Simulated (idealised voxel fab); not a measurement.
Documented hereafter: the process module known as voxel self aligned vias.
Cross-sectional view cut (width: 280 nm; square cell size: 5 nm).
Each cross-section below is a grid of square cells, stated as bands in top-down order, with one or more rows of cells making up each band.
Within each band entry, the heights of the top and of the bottom of the band appear first, in that order and in nm; the materials of the band then follow from left to right, each with its corresponding width in nm. The designation "all across" on a single material indicates that it fills the band from edge to edge; the designation "empty" indicates empty space.
Counting heights begins at 0, where everything beneath is, in the wafer as received, one material. The lowest band has no bottom; it goes on downwards, as "top 0, no bottom" shows.
The notation "30..40" denotes a width that varies across the rows of cells in the band, beginning at the first number in the top row, finishing at the second number in the bottom row, and changing by an identical amount from each row to the next.
"no change" means the step left every cell of the cross-section as it was.
Empty spaces counting at least 8 cells and having no open way to the top are listed in "Closed void entries". The notation width x height at distance is used for each, the distance being from the left edge and all three values in nm.
Read whatever lies past the settings on a step's line as the simulator's own remark about the step.
Each step line may optionally specify "overlay nm", which for a step with a mask gives the rightward distance between the mask's planned place and where it lay, a negative value indicating the leftward direction.
So here's the lineup of process steps we planned
- 1: RECEIVE [material Si]
- 2: CONFORMAL_DEP [material SiO2] [thk nm 15]
- 3: CONFORMAL_DEP [material SiCN] [thk nm 5]
- 4: DIRECTIONAL_DEP [material lowk] [thk nm 30]
- 5: MASKED_ETCH [tone open] [mask id LINES] [width nm 25] [pitch nm 65] [etch materials lowk] [depth nm 30] [overlay nm 0]
- 6: CONFORMAL_DEP [material TiN] [thk nm 5]
- 7: FILL_DEP [material Ru] [thk nm 5]
- 8: CMP [height nm 50]
- 9: SELECTIVE_ETCH [etch materials W Ru TiN] [depth nm 10]
- 10: FILL_DEP [material SiN] [thk nm 5]
- 11: CMP [height nm 50]
- 12: DIRECTIONAL_DEP [material lowk] [thk nm 20]
- 13: PATTERN [tone open] [mask id VIAS] [material resist] [width nm 45] [pitch nm 130] [thk nm 15] [overlay nm 0]
- 14: DIRECTIONAL_ETCH [etch materials lowk] [depth nm 20]
- 15: DIRECTIONAL_ETCH [etch materials SiN] [depth nm 10]
- 16: STRIP [etch materials resist]
- 17: CONFORMAL_DEP [material TiN] [thk nm 5]
- 18: FILL_DEP [material Ru] [thk nm 5]
- 19: CMP [height nm 70]
- 20: CONFORMAL_DEP [material SiN] [thk nm 5]
This is the cross-section of the wafer as we received it, i.e. after step 1
top 0, no bottom | Si all across
Closed void entries: none
One mistake in running the module, otherwise start and plan as above: cross-section at the end
top 75, bottom 70 | SiN all across
top 70, bottom 50 | lowk (50), TiN (5), Ru (35), TiN (5), lowk (85), TiN (5), Ru (35), TiN (5), lowk (55)
top 50, bottom 45 | SiN (50), TiN (15), Ru (15), TiN (15), SiN (85), TiN (15), Ru (15), TiN (15), SiN (55)
top 45, bottom 40 | lowk (60), TiN (25), lowk (40), SiN (25), lowk (40), TiN (25), lowk (65)
top 40, bottom 20 | lowk (60), TiN (5), Ru (15), TiN (5), lowk (40), TiN (5), Ru (15), TiN (5), lowk (40), TiN (5), Ru (15), TiN (5), lowk (65)
top 20, bottom 15 | lowk (60), TiN (25), lowk (40), TiN (25), lowk (40), TiN (25), lowk (65)
top 15, bottom 0 | SiO2 all across
top 0, no bottom | Si all across
Closed void entries: none
Finding, execution versus plan: no execution of plan step 3; skipped
